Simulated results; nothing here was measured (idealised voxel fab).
The document below concerns the process module designated voxel trench capacitor.
Section cut is 200 nm wide and gridded with 5 nm square cells.
Format of a cross-section: grid, square cells. Given as bands. Order: top down. Band: one or more rows of cells.
Band entry format. Leading values: height of top, height of bottom, nm. Remainder: materials in left-to-right order, each with its width in nm. Special words: "everywhere" on a single material, which then fills the band edge to edge; "empty", empty space.
Measure heights from 0. That's the level where, below it, the as-received wafer is all one material. The lowest band is bottomless and extends downward; write it as in "z 0 and below".
Width spec "30..40" -> top row of cells at first value, bottom row at second value, equal per-row change in between.
It should be understood that the words "no modification", when stated for a given step, signify that the cross-section underwent no change in any of its cells during that step.
Listed in "Enclosed internal cavities": every empty space of 8 or more cells without an open way to the top. Form: width x height at distance, the distance being from the left edge, all in nm.
What comes after the settings on a step's line is commentary from the simulator itself on that step.
On any step carrying a mask, the "overlay nm" setting, if present on the step's line, tells how far right of its planned place the mask lay; negative values point to the left.
[Set out below are the planned steps of the process]
1. RECEIVE | material Si
2. CONFORMAL_DEP | material SiN | thk nm 10
3. DIRECTIONAL_DEP | material aC | thk nm 10
4. PATTERN | tone open | mask id TRENCH | material resist | width nm 25 | pitch nm 45 | thk nm 30 | overlay nm 0
5. DIRECTIONAL_ETCH | etch materials aC | depth nm 10
6. STRIP | etch materials resist
7. DIRECTIONAL_ETCH | etch materials SiN | depth nm 10
8. DIRECTIONAL_ETCH | etch materials Si | depth nm 35
9. STRIP | etch materials aC
10. CONFORMAL_DEP | material SiO2 | thk nm 5
11. FILL_DEP | material polySi | thk nm 10
12. CMP | height nm 10
[Shown in cross-section is the wafer as received, that is, as it stands after step 1]
> z 0 and below  Si everywhere
> Enclosed internal cavities: none
[Module complete - cross-section of the first of two wafers, run according to plan]
> z 10 to 0  20 SiN, 5 SiO2, 15 polySi, 5 SiO2, 20 SiN, 5 SiO2, 15 polySi, 5 SiO2, 20 SiN, 5 SiO2, 15 polySi, 5 SiO2, 20 SiN, 5 SiO2, 15 polySi, 5 SiO2, 20 SiN
> z 0 to -30  20 Si, 5 SiO2, 15 polySi, 5 SiO2, 20 Si, 5 SiO2, 15 polySi, 5 SiO2, 20 Si, 5 SiO2, 15 polySi, 5 SiO2, 20 Si, 5 SiO2, 15 polySi, 5 SiO2, 20 Si
> z -30 to -35  20 Si, 25 SiO2, 20 Si, 25 SiO2, 20 Si, 25 SiO2, 20 Si, 25 SiO2, 20 Si
> z -35 and below  Si everywhere
> Enclosed internal cavities: none
[Wafer two, end of module, cross-section. Same start, same plan as wafer one. One mistake in the run]
> z 25 to 15  polySi everywhere
> z 15 to 10  25 SiO2, 15 polySi, 30 SiO2, 15 polySi, 30 SiO2, 15 polySi, 30 SiO2, 15 polySi, 25 SiO2
> z 10 to 0  20 SiN, 5 SiO2, 15 polySi, 5 SiO2, 20 SiN, 5 SiO2, 15 polySi, 5 SiO2, 20 SiN, 5 SiO2, 15 polySi, 5 SiO2, 20 SiN, 5 SiO2, 15 polySi, 5 SiO2, 20 SiN
> z 0 to -30  20 Si, 5 SiO2, 15 polySi, 5 SiO2, 20 Si, 5 SiO2, 15 polySi, 5 SiO2, 20 Si, 5 SiO2, 15 polySi, 5 SiO2, 20 Si, 5 SiO2, 15 polySi, 5 SiO2, 20 Si
> z -30 to -35  20 Si, 25 SiO2, 20 Si, 25 SiO2, 20 Si, 25 SiO2, 20 Si, 25 SiO2, 20 Si
> z -35 and below  Si everywhere
> Enclosed internal cavities: none
Deviation noted in wafer processing: it should be noted that step 12 of the plan was omitted and was not performed
It is noted that, at the conclusion of processing, the second wafer exhibits a higher or lower cell count for certain materials relative to the first: SiO2: 28 more, polySi: 92 more
